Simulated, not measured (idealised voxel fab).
The following process module bears the name voxel gate over fins.
Square cell edge 5 nm, section width 250 nm, ID cut.
How to read a cross-section here: the picture is a grid of square cells, written as bands going from the top down, and any band can span one or more rows of cells. Quick guide to a band line: top height, bottom height (nm) up front; then every material left to right with its width in nm. Only one material and it's marked "full width"? Then it fills the band edge to edge. And "blank" just means empty space. It should be noted that heights are counted from 0, beneath which the wafer as supplied is of one material throughout, and that the lowest band possesses no lower boundary but continues downward, as written in "from 0 down". The expression "30->40" gives the width at the extremes of the band, the first number at its top row of cells and the second at its bottom row, with the width changing by equal amounts from each row to the next in between. "nothing changed", as given for a step, is the statement that not any cell of the cross-section underwent a change during that step. In the "Trapped cavities" entry, you get each enclosed empty space of 8 cells or more, one with no open way to the top, written width x height at distance, distance from the left edge, in nm. If you see something after the settings on a step's line, that's the simulator's own remark about that step. overlay nm: for a step with a mask, the amount by which the mask lay right of where it was planned; a negative amount means left of it.

**Process steps - plan**
step 1: RECEIVE with material Si
step 2: CONFORMAL_DEP with material SiN, thk nm 10
step 3: PATTERN with tone cover, mask id FINS, material resist, width nm 15, pitch nm 35, thk nm 20, overlay nm 0
step 4: DIRECTIONAL_ETCH with etch materials SiN, depth nm 10
step 5: DIRECTIONAL_ETCH with etch materials Si, depth nm 35
step 6: STRIP with etch materials resist
step 7: FILL_DEP with material SiO2, thk nm 10
step 8: CMP with height nm 10
step 9: SELECTIVE_ETCH with etch materials SiO2, depth nm 25
step 10: STRIP with etch materials SiN
step 11: CONFORMAL_DEP with material HfO2, thk nm 5
step 12: CONFORMAL_DEP with material TiN, thk nm 5
step 13: CONFORMAL_DEP with material TiAl, thk nm 5
step 14: CONFORMAL_DEP with material TiN, thk nm 5
step 15: FILL_DEP with material W, thk nm 10
step 16: CMP with height nm 25
step 17: CONFORMAL_DEP with material SiN, thk nm 5

**Wafer cross-section on receipt, i.e. after step 1**
    from 0 down = Si full width
    Trapped cavities: none

**Post-module cross-section of the first of two wafers (run per plan)**
    from 30 to 25 = SiN full width
    from 25 to 20 = W full width
    from 20 to 15 = W (80), then TiN (90), then W (80)
    from 15 to 10 = W (80), then TiN (5), then TiAl (80), then TiN (5), then W (80)
    from 10 to 5 = W (80), then TiN (5), then TiAl (5), then TiN (70), then TiAl (5), then TiN (5), then W (80)
    from 5 to 0 = TiN (85), then TiAl (5), then TiN (5), then HfO2 (25), then TiN (10), then HfO2 (25), then TiN (5), then TiAl (5), then TiN (85)
    from 0 to -5 = TiAl (90), then TiN (5), then HfO2 (5), then Si (15), then HfO2 (5), then TiN (10), then HfO2 (5), then Si (15), then HfO2 (5), then TiN (5), then TiAl (90)
    from -5 to -10 = TiN (95), then HfO2 (5), then Si (15), then HfO2 (5), then TiN (10), then HfO2 (5), then Si (15), then HfO2 (5), then TiN (95)
    from -10 to -15 = HfO2 (100), then Si (15), then HfO2 (20), then Si (15), then HfO2 (100)
    from -15 to -35 = SiO2 (100), then Si (15), then SiO2 (20), then Si (15), then SiO2 (100)
    from -35 down = Si full width
    Trapped cavities: none

**This is the second of the two wafers, cross-sectioned at the end of the module; it started exactly like the first and was given the same plan, but it was run with one mistake**
    from 30 to 25 = SiN full width
    from 25 to 20 = W full width
    from 20 to 15 = W (80), then TiN (90), then W (80)
    from 15 to 10 = W (80), then TiN (5), then TiAl (80), then TiN (5), then W (80)
    from 10 to 5 = W (80), then TiN (5), then TiAl (5), then HfO2 (70), then TiAl (5), then TiN (5), then W (80)
    from 5 to 0 = TiN (85), then TiAl (5), then HfO2 (5), then TiN (25), then HfO2 (10), then TiN (25), then HfO2 (5), then TiAl (5), then TiN (85)
    from 0 to -5 = TiAl (90), then HfO2 (5), then TiN (5), then Si (15), then TiN (5), then HfO2 (10), then TiN (5), then Si (15), then TiN (5), then HfO2 (5), then TiAl (90)
    from -5 to -10 = HfO2 (95), then TiN (5), then Si (15), then TiN (5), then HfO2 (10), then TiN (5), then Si (15), then TiN (5), then HfO2 (95)
    from -10 to -15 = TiN (100), then Si (15), then TiN (20), then Si (15), then TiN (100)
    from -15 to -35 = SiO2 (100), then Si (15), then SiO2 (20), then Si (15), then SiO2 (100)
    from -35 down = Si full width
    Trapped cavities: none
what went wrong: contrary to the plan, steps 11 and 12 were processed in exchanged order
If you tally the cells, the second wafer ends up with the same amount of every material as the first; it's all just sitting in different places.
